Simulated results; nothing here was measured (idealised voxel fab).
Process module heading - voxel quadruple lines
Displayed cross-section: cut, width of 265 nm, square cells sized 5 nm.
We lay out every cross-section as a grid of square cells and spell it out in bands from the top down, where one band means one or more rows of cells.
In this notation a band is specified by the heights of its top and bottom, in that order and in nm, after which its materials appear from left to right, each paired with its width in nm. The word "throughout" attached to a single material means that material fills the band from edge to edge; the word "air" stands for empty space.
The reference from which all heights are counted is 0, the level beneath which the as-received wafer is entirely one material; the lowest band, having no lower bound, proceeds downward and is written after the example "0 and below".
A two-number width, for instance "30->40", indicates that the width is equal to the first number in the top row of the band and to the second number in the bottom row, and that it changes by a constant amount per row of cells.
It should be understood that the words "no change occurred", when stated for a given step, signify that the cross-section underwent no change in any of its cells during that step.
Basically, "Sealed voids" tells you about the enclosed voids: empty spaces with no open way to the top, 8 cells or bigger, each written width x height at distance, where distance is from the left edge, all in nm.
Where a step's line continues beyond its settings, the continuation is a remark by the simulator itself on that step.
"overlay nm", when on a step's line for a step with a mask, measures how far to the right of its planned place the mask lay; a negative measure means to the left.
SO HERE'S THE LINEUP OF PROCESS STEPS WE PLANNED
| 1 | RECEIVE: material Si |
| 2 | CONFORMAL_DEP: material Al2O3, thk nm 5 |
| 3 | DIRECTIONAL_DEP: material W, thk nm 10 |
| 4 | DIRECTIONAL_DEP: material polySi, thk nm 15 |
| 5 | DIRECTIONAL_DEP: material aC, thk nm 20 |
| 6 | PATTERN: tone cover, mask id MANDREL, material resist, width nm 20, pitch nm 60, thk nm 25, overlay nm 0 |
| 7 | DIRECTIONAL_ETCH: etch materials aC, depth nm 20 |
| 8 | STRIP: etch materials resist |
| 9 | CONFORMAL_DEP: material SiO2, thk nm 10 |
| 10 | DIRECTIONAL_ETCH: etch materials SiO2, depth nm 10 |
| 11 | STRIP: etch materials aC |
| 12 | DIRECTIONAL_ETCH: etch materials polySi, depth nm 15 |
| 13 | STRIP: etch materials SiO2 |
| 14 | CONFORMAL_DEP: material SiN, thk nm 5 |
| 15 | DIRECTIONAL_ETCH: etch materials SiN, depth nm 5 |
| 16 | STRIP: etch materials polySi |
| 17 | DIRECTIONAL_ETCH: etch materials W, depth nm 10 |
| 18 | STRIP: etch materials SiN |
| 19 | FILL_DEP: material SiO2, thk nm 10 |
| 20 | CMP: height nm 5 |
The value of height nm given for step 20 in the plan refers to the first wafer; the wafers vary in this setting and are alike at the start.
STEP 1 COMPLETE: AS-RECEIVED CROSS-SECTION OF THE FIRST OF SEVERAL WAFERS
0 and below  Si throughout
Sealed voids: none
WAFER ROWS, END OF MODULE: CELLS PER MATERIAL GAINED (+) OR LOST (-) SINCE RECEIPT; CLOSED VOIDS LAST
height nm 5, +53 Al2O3, Sealed voids: none
height nm 10, +53 Al2O3, +45 SiO2, +8 W, Sealed voids: none
height nm 15, +53 Al2O3, +90 SiO2, +16 W, Sealed voids: none
height nm 20, +53 Al2O3, +143 SiO2, +16 W, Sealed voids: none
height nm 25, +53 Al2O3, +196 SiO2, +16 W, Sealed voids: none
